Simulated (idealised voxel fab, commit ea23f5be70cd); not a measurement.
Title: Process Module voxel self aligned vias
Square cells of 5 nm make up the cross-section cut, whose width is 295 nm.
Notation: cross-section as square-cell grid; stated in bands, top first, going down; one or more cell rows per band. Band: top and bottom heights (nm) first, top before bottom; then materials from left to right, widths in nm. "everywhere" marks a sole material filling the band edge to edge. "air" denotes empty space. Note: height 0 marks the level under which the wafer is uniformly one material as received. Lowest band unbounded below, written "0 nm and below". So if you see something like "30 to 40" for the width, read it as the top row of the band sitting at the first number and the bottom row at the second, with every row in between moving by the same amount as the last. When a step is marked "left unchanged", none of the cells in the cross-section changed during that step. Empty spaces without an open route to the top, at least 8 cells in extent, make up the entry "Closed void inventory"; each is given as width x height at distance, where the distance is measured from the left edge, and all are in nm. Text after the settings on a step's line: the simulator's own remark on that step. overlay nm: where the mask lay relative to plan, measured to the right, on steps with a mask; negatives go left.
Set out below are the planned steps of the process
| 1 | RECEIVE: material Si |
| 2 | CONFORMAL_DEP: material SiO2, thk nm 10 |
| 3 | CONFORMAL_DEP: material SiCN, thk nm 5 |
| 4 | DIRECTIONAL_DEP: material SiO2, thk nm 25 |
| 5 | MASKED_ETCH: tone open, mask id LINES, width nm 20, pitch nm 55, etch materials SiO2, depth nm 25, overlay nm 0 |
| 6 | CONFORMAL_DEP: material TiN, thk nm 5 |
| 7 | FILL_DEP: material W, thk nm 10 |
| 8 | CMP: height nm 40 |
| 9 | SELECTIVE_ETCH: etch materials W Ru TiN, depth nm 10 |
| 10 | FILL_DEP: material SiN, thk nm 10 |
| 11 | CMP: height nm 40 |
| 12 | DIRECTIONAL_DEP: material SiO2, thk nm 20 |
| 13 | MASKED_ETCH: tone open, mask id VIAS, width nm 40, pitch nm 55, etch materials SiO2, depth nm 20, overlay nm 0 |
| 14 | MASKED_ETCH: tone open, mask id VIAS, width nm 40, pitch nm 55, etch materials SiN, depth nm 10, overlay nm 0 |
| 15 | CONFORMAL_DEP: material TiN, thk nm 5 |
| 16 | FILL_DEP: material Cu, thk nm 10 |
| 17 | CMP: height nm 60 |
| 18 | CONFORMAL_DEP: material SiCN, thk nm 5 |
Delivered wafer in cross-section: state after step 1
0 nm and below | Si everywhere
Closed void inventory: none
Result of the module, cross-sectioned: start per above, plan per above, one error in how it was run
65 nm to 60 nm | SiCN everywhere
60 nm to 45 nm | 70 of SiO2; 5 of TiN; 30 of Cu; 5 of TiN; 15 of SiO2; 5 of TiN; 30 of Cu; 5 of TiN; 15 of SiO2; 5 of TiN; 30 of Cu; 5 of TiN; 75 of SiO2
45 nm to 35 nm | 70 to 85 of SiO2; 20 to 5 of TiN; 5 of Cu; 15 to 5 of TiN; 15 to 40 of SiO2; 20 to 5 of TiN; 5 of Cu; 15 to 5 of TiN; 15 to 40 of SiO2; 20 to 5 of TiN; 5 of Cu; 15 to 5 of TiN; 75 to 85 of SiO2
35 nm to 30 nm | 85 of SiO2; 15 of TiN; 40 of SiO2; 15 of TiN; 40 of SiO2; 15 of TiN; 85 of SiO2
30 nm to 20 nm | 85 of SiO2; 5 of TiN; 5 of W; 5 of TiN; 40 of SiO2; 5 of TiN; 5 of W; 5 of TiN; 40 of SiO2; 5 of TiN; 5 of W; 5 of TiN; 85 of SiO2
20 nm to 15 nm | 85 of SiO2; 15 of TiN; 40 of SiO2; 15 of TiN; 40 of SiO2; 15 of TiN; 85 of SiO2
15 nm to 10 nm | SiCN everywhere
10 nm to 0 nm | SiO2 everywhere
0 nm and below | Si everywhere
Closed void inventory: none
Nonconformance to the process plan: step 5 off recipe, ran as MASKED_ETCH: tone open, mask id LINES, width nm 15, pitch nm 55, etch materials SiO2, depth nm 25, overlay nm 0
